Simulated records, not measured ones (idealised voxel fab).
Process module, titled voxel capacitor over wiring
This is section cut - it's 150 nm across, gridded in 5 nm square cells.
Cross-section layout: square cells on a grid; listed as bands, top to bottom; a band spans one or more cell rows. The band entry comprises the height of the band's top followed by the height of its bottom, expressed in nm, and subsequently the band's materials from left to right, each stated together with its width in nm. Where a single material is marked with the word "full width", that material fills the band from edge to edge. The word "air" represents empty space. Heights from 0 (as-received wafer is one material below). Bottom band endless downward, as "0 down". When a width is written as two numbers, as in "30->40", the first number is the width in the top row of cells of the band and the second is the width in its bottom row, and the width changes by the same amount from each row to the next. Given "nothing altered" for a step, no cell of the cross-section differs between before and after that step. Look at "Catalogued sealed voids" for the closed voids: empty spaces with no open path to the top, sized 8 cells or up. Each is width x height at distance, distance from the left edge, all nm. Formally, on a step line, whatever follows the settings is a remark that the simulator itself makes on the step. overlay nm: step with mask; distance mask lay right of planned place; negative value = left of planned place.
The planned process steps are enumerated hereunder
1: RECEIVE: material Si
2: CONFORMAL_DEP: material SiO2, thk nm 10
3: DIRECTIONAL_DEP: material TiN, thk nm 5
4: DIRECTIONAL_DEP: material W, thk nm 15
5: MASKED_ETCH: tone cover, mask id METAL_1, width nm 30, pitch nm 90, etch materials W, depth nm 15, overlay nm 0
6: MASKED_ETCH: tone cover, mask id METAL_1, width nm 30, pitch nm 90, etch materials TiN, depth nm 5, overlay nm 0
7: CONFORMAL_DEP: material SiCN, thk nm 5
8: FILL_DEP: material lowk, thk nm 5
9: CMP: height nm 30
10: CONFORMAL_DEP: material SiCN, thk nm 5
11: DIRECTIONAL_DEP: material lowk, thk nm 15
12: MASKED_ETCH: tone open, mask id PLUG_1, width nm 15, etch materials lowk, depth nm 15, overlay nm 0
13: MASKED_ETCH: tone open, mask id PLUG_1, width nm 15, etch materials SiCN, depth nm 5, overlay nm 0
14: EPI: material Ru, thk nm 10
15: EPI: material Ru, thk nm 10
16: DIRECTIONAL_DEP: material TiN, thk nm 10
17: DIRECTIONAL_DEP: material SiN, thk nm 5
18: DIRECTIONAL_DEP: material TiN, thk nm 10
19: DIRECTIONAL_DEP: material aC, thk nm 15
20: PATTERN: tone cover, mask id UPPER_PLATE, material resist, width nm 65, thk nm 35, overlay nm 0
21: DIRECTIONAL_ETCH: etch materials aC, depth nm 15
22: STRIP: etch materials resist
23: DIRECTIONAL_ETCH: etch materials TiN, depth nm 10
24: DIRECTIONAL_ETCH: etch materials SiN, depth nm 5
25: STRIP: etch materials aC
26: DIRECTIONAL_DEP: material aC, thk nm 15
27: PATTERN: tone cover, mask id LOWER_PLATE, material resist, width nm 75, thk nm 35, overlay nm 0
28: DIRECTIONAL_ETCH: etch materials aC, depth nm 15
29: STRIP: etch materials resist
30: DIRECTIONAL_ETCH: etch materials TiN, depth nm 10
31: STRIP: etch materials aC
32: FILL_DEP: material SiO2, thk nm 15
33: CMP: height nm 85
34: PATTERN: tone open, mask id PLUG_2, material resist, width nm 15, thk nm 20, overlay nm 0
35: DIRECTIONAL_ETCH: etch materials SiO2, depth nm 10
36: STRIP: etch materials resist
37: CONFORMAL_DEP: material TiN, thk nm 5
38: FILL_DEP: material Cu, thk nm 10
39: CMP: height nm 85
40: CONFORMAL_DEP: material SiCN, thk nm 5
Account of the first of two wafers, which was processed as intended
Cross-section: wafer on arrival = after step 1
	0 down: Si full width
	Catalogued sealed voids: none
So this is the wafer cross-section right after step 2
	10 to 0: SiO2 full width
	Everything under 0 stays put, no change at all.
So this is the wafer cross-section right after step 3
	15 to 10: TiN full width
	Everything under 10 stays put, no change at all.
So this is the wafer cross-section right after step 4
	30 to 15: W full width
	Everything under 15 stays put, no change at all.
So this is the wafer cross-section right after step 5
	30 to 15: air 15 nm, W 30 nm, air 60 nm, W 30 nm, air 15 nm
	Everything under 15 stays put, no change at all.
So this is the wafer cross-section right after step 6
	30 to 15: air 15 nm, W 30 nm, air 60 nm, W 30 nm, air 15 nm
	15 to 10: air 15 nm, TiN 30 nm, air 60 nm, TiN 30 nm, air 15 nm
	Everything under 10 stays put, no change at all.
So this is the wafer cross-section right after step 7
	35 to 30: air 10 nm, SiCN 40 nm, air 50 nm, SiCN 40 nm, air 10 nm
	30 to 15: air 10 nm, SiCN 5 nm, W 30 nm, SiCN 5 nm, air 50 nm, SiCN 5 nm, W 30 nm, SiCN 5 nm, air 10 nm
	15 to 10: SiCN 15 nm, TiN 30 nm, SiCN 60 nm, TiN 30 nm, SiCN 15 nm
	Everything under 10 stays put, no change at all.
So this is the wafer cross-section right after step 8
	40 to 35: lowk full width
	35 to 30: lowk 10 nm, SiCN 40 nm, lowk 50 nm, SiCN 40 nm, lowk 10 nm
	30 to 15: lowk 10 nm, SiCN 5 nm, W 30 nm, SiCN 5 nm, lowk 50 nm, SiCN 5 nm, W 30 nm, SiCN 5 nm, lowk 10 nm
	Everything under 15 stays put, no change at all.
So this is the wafer cross-section right after step 9
	30 to 15: lowk 10 nm, SiCN 5 nm, W 30 nm, SiCN 5 nm, lowk 50 nm, SiCN 5 nm, W 30 nm, SiCN 5 nm, lowk 10 nm
	Everything under 15 stays put, no change at all.
So this is the wafer cross-section right after step 10
	35 to 30: SiCN full width
	Everything under 30 stays put, no change at all.
So this is the wafer cross-section right after step 11
	50 to 35: lowk full width
	Everything under 35 stays put, no change at all.
So this is the wafer cross-section right after step 12
	50 to 35: lowk 30 nm, air 15 nm, lowk 105 nm
	Everything under 35 stays put, no change at all.
So this is the wafer cross-section right after step 13
	50 to 35: lowk 30 nm, air 15 nm, lowk 105 nm
	35 to 30: SiCN 30 nm, air 15 nm, SiCN 105 nm
	Everything under 30 stays put, no change at all.
So this is the wafer cross-section right after step 14
	50 to 40: lowk 30 nm, air 15 nm, lowk 105 nm
	40 to 35: lowk 30 nm, Ru 15 nm, lowk 105 nm
	35 to 30: SiCN 30 nm, Ru 15 nm, SiCN 105 nm
	Everything under 30 stays put, no change at all.
So this is the wafer cross-section right after step 15
	50 to 35: lowk 30 nm, Ru 15 nm, lowk 105 nm
	Everything under 35 stays put, no change at all.
So this is the wafer cross-section right after step 16
	60 to 50: TiN full width
	Everything under 50 stays put, no change at all.
So this is the wafer cross-section right after step 17
	65 to 60: SiN full width
	Everything under 60 stays put, no change at all.
So this is the wafer cross-section right after step 18
	75 to 65: TiN full width
	Everything under 65 stays put, no change at all.
So this is the wafer cross-section right after step 19
	90 to 75: aC full width
	Everything under 75 stays put, no change at all.
So this is the wafer cross-section right after step 20
	125 to 90: air 30 nm, resist 65 nm, air 55 nm
	Everything under 90 stays put, no change at all.
So this is the wafer cross-section right after step 21
	110 to 90: air 30 nm, resist 65 nm, air 55 nm
	90 to 75: air 30 nm, aC 65 nm, air 55 nm
	Everything under 75 stays put, no change at all.
So this is the wafer cross-section right after step 22
	90 to 75: air 30 nm, aC 65 nm, air 55 nm
	Everything under 75 stays put, no change at all.
So this is the wafer cross-section right after step 23
	90 to 75: air 30 nm, aC 65 nm, air 55 nm
	75 to 65: air 30 nm, TiN 65 nm, air 55 nm
	Everything under 65 stays put, no change at all.
So this is the wafer cross-section right after step 24
	90 to 75: air 30 nm, aC 65 nm, air 55 nm
	75 to 65: air 30 nm, TiN 65 nm, air 55 nm
	65 to 60: air 30 nm, SiN 65 nm, air 55 nm
	Everything under 60 stays put, no change at all.
So this is the wafer cross-section right after step 25
	75 to 65: air 30 nm, TiN 65 nm, air 55 nm
	Everything under 65 stays put, no change at all.
So this is the wafer cross-section right after step 26
	90 to 75: air 30 nm, aC 65 nm, air 55 nm
	75 to 65: aC 30 nm, TiN 65 nm, aC 55 nm
	65 to 60: aC 30 nm, SiN 65 nm, aC 55 nm
	Everything under 60 stays put, no change at all.
So this is the wafer cross-section right after step 27
	125 to 90: air 25 nm, resist 75 nm, air 50 nm
	90 to 75: air 25 nm, resist 5 nm, aC 65 nm, resist 5 nm, air 50 nm
	Everything under 75 stays put, no change at all.
So this is the wafer cross-section right after step 28
	110 to 90: air 25 nm, resist 75 nm, air 50 nm
	90 to 75: air 25 nm, resist 5 nm, aC 65 nm, resist 5 nm, air 50 nm
	75 to 65: air 25 nm, aC 5 nm, TiN 65 nm, aC 5 nm, air 50 nm
	65 to 60: air 25 nm, aC 5 nm, SiN 65 nm, aC 5 nm, air 50 nm
	Everything under 60 stays put, no change at all.
So this is the wafer cross-section right after step 29
	90 to 75: air 30 nm, aC 65 nm, air 55 nm
	Everything under 75 stays put, no change at all.
So this is the wafer cross-section right after step 30
	90 to 75: air 30 nm, aC 65 nm, air 55 nm
	75 to 65: air 25 nm, aC 5 nm, TiN 65 nm, aC 5 nm, air 50 nm
	65 to 60: air 25 nm, aC 5 nm, SiN 65 nm, aC 5 nm, air 50 nm
	60 to 50: air 25 nm, TiN 75 nm, air 50 nm
	Everything under 50 stays put, no change at all.
So this is the wafer cross-section right after step 31
	75 to 65: air 30 nm, TiN 65 nm, air 55 nm
	65 to 60: air 30 nm, SiN 65 nm, air 55 nm
	Everything under 60 stays put, no change at all.
So this is the wafer cross-section right after step 32
	90 to 75: SiO2 full width
	75 to 65: SiO2 30 nm, TiN 65 nm, SiO2 55 nm
	65 to 60: SiO2 30 nm, SiN 65 nm, SiO2 55 nm
	60 to 50: SiO2 25 nm, TiN 75 nm, SiO2 50 nm
	Everything under 50 stays put, no change at all.
So this is the wafer cross-section right after step 33
	85 to 75: SiO2 full width
	Everything under 75 stays put, no change at all.
So this is the wafer cross-section right after step 34
	105 to 85: resist 40 nm, air 15 nm, resist 95 nm
	Everything under 85 stays put, no change at all.
So this is the wafer cross-section right after step 35
	105 to 85: resist 40 nm, air 15 nm, resist 95 nm
	85 to 75: SiO2 40 nm, air 15 nm, SiO2 95 nm
	Everything under 75 stays put, no change at all.
So this is the wafer cross-section right after step 36
	85 to 75: SiO2 40 nm, air 15 nm, SiO2 95 nm
	Everything under 75 stays put, no change at all.
So this is the wafer cross-section right after step 37
	90 to 85: TiN 45 nm, air 5 nm, TiN 100 nm
	85 to 80: SiO2 40 nm, TiN 5 nm, air 5 nm, TiN 5 nm, SiO2 95 nm
	80 to 75: SiO2 40 nm, TiN 15 nm, SiO2 95 nm
	Everything under 75 stays put, no change at all.
So this is the wafer cross-section right after step 38
	100 to 90: Cu full width
	90 to 85: TiN 45 nm, Cu 5 nm, TiN 100 nm
	85 to 80: SiO2 40 nm, TiN 5 nm, Cu 5 nm, TiN 5 nm, SiO2 95 nm
	Everything under 80 stays put, no change at all.
So this is the wafer cross-section right after step 39
	85 to 80: SiO2 40 nm, TiN 5 nm, Cu 5 nm, TiN 5 nm, SiO2 95 nm
	Everything under 80 stays put, no change at all.
So this is the wafer cross-section right after step 40
	90 to 85: SiCN full width
	Everything under 85 stays put, no change at all.
The second wafer was prepared from the same starting point and under the same plan as the first; its processing contained one mistake, and it remains indistinguishable from the first wafer up to and including step 38
Cross-section: second wafer, time at which step 39 was scheduled to end
	80 to 75: SiO2 40 nm, TiN 15 nm, SiO2 95 nm
	Everything under 75 stays put, no change at all.
Cross-section: second wafer, time at which step 40 was scheduled to end
	85 to 80: SiCN full width
	Everything under 80 stays put, no change at all.
So what did we get wrong on this run? so step 39 ended up running with a different setting than we planned, it ran as CMP: height nm 80
The closing comparison, in cells, has the second wafer with more or fewer of some materials than the first: -1 Cu, -27 SiO2, -2 TiN
